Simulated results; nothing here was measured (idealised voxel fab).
Proc. module: voxel capacitor over wiring
Cross-section cut: width 200 nm, square cells of 5 nm.
Just so we're on the same page, the cross-sections are grids of square cells, and they're listed out in bands top to bottom, each band one or more rows deep.
Heights first: top, then bottom, in nm. Then materials, left to right, each with a width in nm. "everywhere" on a single material: fills the band edge to edge. "air": empty space.
Convention: height 0 is the level below which the wafer, as received, is all one material. The lowest band does not terminate at the bottom but continues downward, represented as "from 0 down".
It should be noted that a width expressed as "30 to 40" varies in equal increments from row to row of cells within the band, taking the value of the first number at the top row and that of the second number at the bottom row.
A step reported as "changes: none" is a step in which no cell of the cross-section changed.
Enclosed voids (no open way to top), threshold 8 cells or more, entry "Enclosed void listing", notation width x height at distance, distance from left edge, nm.
The remark found on a step's line after its settings is issued by the simulator itself and pertains to that step.
Among the settings permitted on a step's line is "overlay nm"; applied to a step with a mask, it specifies the extent to which the mask lay to the right of its planned position, whereas a negative figure signifies a position to the left.
Process steps foreseen in the plan:
| 1 | RECEIVE: material Si |
| 2 | CONFORMAL_DEP: material SiO2, thk nm 15 |
| 3 | CONFORMAL_DEP: material SiCN, thk nm 5 |
| 4 | DIRECTIONAL_DEP: material lowk, thk nm 20 |
| 5 | PATTERN: tone open, mask id METAL_1, material resist, width nm 30, pitch nm 80, thk nm 20, overlay nm 0 |
| 6 | DIRECTIONAL_ETCH: etch materials lowk, depth nm 20 |
| 7 | DIRECTIONAL_ETCH: etch materials SiCN, depth nm 5 |
| 8 | STRIP: etch materials resist |
| 9 | CONFORMAL_DEP: material TiN, thk nm 5 |
| 10 | FILL_DEP: material Cu, thk nm 5 |
| 11 | CMP: height nm 40 |
| 12 | CONFORMAL_DEP: material SiCN, thk nm 5 |
| 13 | DIRECTIONAL_DEP: material lowk, thk nm 10 |
| 14 | MASKED_ETCH: tone open, mask id PLUG_1, width nm 15, etch materials lowk, depth nm 10, overlay nm 0 |
| 15 | MASKED_ETCH: tone open, mask id PLUG_1, width nm 15, etch materials SiCN, depth nm 5, overlay nm 0 |
| 16 | EPI: material Ru, thk nm 10 |
| 17 | EPI: material Ru, thk nm 5 |
| 18 | DIRECTIONAL_DEP: material TiN, thk nm 10 |
| 19 | DIRECTIONAL_DEP: material Al2O3, thk nm 5 |
| 20 | DIRECTIONAL_DEP: material TiN, thk nm 5 |
| 21 | PATTERN: tone cover, mask id UPPER_PLATE, material resist, width nm 55, thk nm 15, overlay nm 0 |
| 22 | DIRECTIONAL_ETCH: etch materials TiN, depth nm 5 |
| 23 | DIRECTIONAL_ETCH: etch materials Al2O3, depth nm 5 |
| 24 | STRIP: etch materials resist |
| 25 | MASKED_ETCH: tone cover, mask id LOWER_PLATE, width nm 65, etch materials TiN, depth nm 10, overlay nm 0 |
| 26 | FILL_DEP: material SiO2, thk nm 15 |
| 27 | CMP: height nm 85 |
| 28 | PATTERN: tone open, mask id PLUG_2, material resist, width nm 15, thk nm 15, overlay nm 0 |
| 29 | DIRECTIONAL_ETCH: etch materials SiO2, depth nm 10 |
| 30 | STRIP: etch materials resist |
| 31 | CONFORMAL_DEP: material TiN, thk nm 5 |
| 32 | FILL_DEP: material W, thk nm 10 |
| 33 | CMP: height nm 85 |
| 34 | CONFORMAL_DEP: material SiN, thk nm 5 |
Cross-sectional view of the wafer in its as-received condition, corresponding to the state after step 1:
* from 0 down: Si everywhere
* Enclosed void listing: none
Below is the wafer in cross-section after the module was completed. It began from the starting point shown above and followed the plan shown above, except that one mistake was made while running it:
* from 90 to 85: SiN everywhere
* from 85 to 80: SiO2: 70, TiN: 5, W: 5, TiN: 5, SiO2: 115
* from 80 to 75: SiO2: 70, TiN: 15, SiO2: 115
* from 75 to 70: SiO2 everywhere
* from 70 to 65: SiO2: 60, TiN: 55, SiO2: 85
* from 65 to 55: SiO2: 55, TiN: 65, SiO2: 80
* from 55 to 45: lowk: 60, Ru: 15, lowk: 125
* from 45 to 40: SiCN: 60, Ru: 15, SiCN: 125
* from 40 to 20: lowk: 45, TiN: 5, Cu: 20, TiN: 5, lowk: 50, TiN: 5, Cu: 20, TiN: 5, lowk: 45
* from 20 to 15: SiCN: 45, TiN: 30, SiCN: 50, TiN: 30, SiCN: 45
* from 15 to 0: SiO2 everywhere
* from 0 down: Si everywhere
* Enclosed void listing: none
Want to know what went wrong? the plan's step 19 went unexecuted, having been skipped
